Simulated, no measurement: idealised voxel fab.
Process module name: voxel self aligned vias
Cross-section cut: width 265 nm, square cells of 5 nm.
Just so we're on the same page, the cross-sections are grids of square cells, and they're listed out in bands top to bottom, each band one or more rows deep. The band entry comprises the height of the band's top followed by the height of its bottom, expressed in nm, and subsequently the band's materials from left to right, each stated together with its width in nm. Where a single material is marked with the word "throughout", that material fills the band from edge to edge. The word "blank" represents empty space. All heights in this document are referenced to 0, defined as the level beneath which the wafer, as received, consists entirely of one material. The lowest band is not bounded below; it extends indefinitely downward and is written in the form "from 0 down". When a width is written as two numbers, as in "30->40", the first number is the width in the top row of cells of the band and the second is the width in its bottom row, and the width changes by the same amount from each row to the next. Key: "nothing altered" - step with no changed cell in the cross-section. "Sealed void listing" specifies each empty space that is not open to the top and that occupies no fewer than 8 cells, using the form width x height at distance, the distance measured from the left edge and all three quantities in nm. Read whatever lies past the settings on a step's line as the simulator's own remark about the step. overlay nm: how far to the right of its planned place the mask lay on this masked step (negative: to the left).
**These are the steps we planned for the process**
1 RECEIVE,material Si
2 CONFORMAL_DEP,material SiO2,thk nm 15
3 CONFORMAL_DEP,material SiCN,thk nm 5
4 DIRECTIONAL_DEP,material SiO2,thk nm 25
5 PATTERN,tone open,mask id LINES,material resist,width nm 30,pitch nm 70,thk nm 20,overlay nm 0
6 DIRECTIONAL_ETCH,etch materials SiO2,depth nm 25
7 STRIP,etch materials resist
8 CONFORMAL_DEP,material TiN,thk nm 5
9 FILL_DEP,material Ru,thk nm 5
10 CMP,height nm 45
11 SELECTIVE_ETCH,etch materials W Ru TiN,depth nm 10
12 FILL_DEP,material SiN,thk nm 10
13 CMP,height nm 45
14 DIRECTIONAL_DEP,material SiO2,thk nm 15
15 DIRECTIONAL_DEP,material aC,thk nm 15
16 PATTERN,tone open,mask id VIAS,material resist,width nm 40,pitch nm 70,thk nm 35,overlay nm 0
17 DIRECTIONAL_ETCH,etch materials aC,depth nm 15
18 STRIP,etch materials resist
19 DIRECTIONAL_ETCH,etch materials SiO2,depth nm 15
20 DIRECTIONAL_ETCH,etch materials SiN,depth nm 10
21 STRIP,etch materials aC
22 CONFORMAL_DEP,material TiN,thk nm 5
23 FILL_DEP,material W,thk nm 10
24 CMP,height nm 60
25 CONFORMAL_DEP,material SiCN,thk nm 5
**Step 1 complete: cross-section of the wafer as received**
- from 0 down = Si throughout
- Sealed void listing: none
**Cross-section, first of two wafers, end of module, run as planned**
- from 65 to 60 = SiCN throughout
- from 60 to 50 = SiO2 40, TiN 5, W 30, TiN 5, SiO2 30, TiN 5, W 30, TiN 5, SiO2 30, TiN 5, W 30, TiN 5, SiO2 45
- from 50 to 40 = SiO2 40->45, TiN 10->5, W 20, TiN 10->5, SiO2 30->40, TiN 10->5, W 20, TiN 10->5, SiO2 30->40, TiN 10->5, W 20, TiN 10->5, SiO2 45->50
- from 40 to 35 = SiO2 45, TiN 30, SiO2 40, TiN 30, SiO2 40, TiN 30, SiO2 50
- from 35 to 25 = SiO2 45, TiN 5, Ru 20, TiN 5, SiO2 40, TiN 5, Ru 20, TiN 5, SiO2 40, TiN 5, Ru 20, TiN 5, SiO2 50
- from 25 to 20 = SiO2 45, TiN 30, SiO2 40, TiN 30, SiO2 40, TiN 30, SiO2 50
- from 20 to 15 = SiCN throughout
- from 15 to 0 = SiO2 throughout
- from 0 down = Si throughout
- Sealed void listing: none
**Wafer two, end of module, cross-section. Same start, same plan as wafer one. One mistake in the run**
- from 65 to 60 = SiCN throughout
- from 60 to 50 = SiO2 40, TiN 5, W 30, TiN 5, SiO2 30, TiN 5, W 30, TiN 5, SiO2 30, TiN 5, W 30, TiN 5, SiO2 45
- from 50 to 45 = SiO2 40, TiN 40, SiO2 30, TiN 40, SiO2 30, TiN 40, SiO2 45
- from 45 to 35 = SiN 40, TiN 5, SiO2 30, TiN 5, SiN 30, TiN 5, SiO2 30, TiN 5, SiN 30, TiN 5, SiO2 30, TiN 5, SiN 45
- from 35 to 25 = Ru 40, TiN 5, SiO2 30, TiN 5, Ru 30, TiN 5, SiO2 30, TiN 5, Ru 30, TiN 5, SiO2 30, TiN 5, Ru 45
- from 25 to 20 = TiN 45, SiO2 30, TiN 40, SiO2 30, TiN 40, SiO2 30, TiN 50
- from 20 to 15 = SiCN throughout
- from 15 to 0 = SiO2 throughout
- from 0 down = Si throughout
- Sealed void listing: none
What was done differently from what was planned? step 5: run off-plan, actual operation and settings PATTERN,tone cover,mask id LINES,material resist,width nm 30,pitch nm 70,thk nm 20,overlay nm 0
Cell-count delta at end, second wafer over first, by material: Ru: 34 more, SiN: 58 more, SiO2: 85 fewer, TiN: 17 more, W: 24 fewer
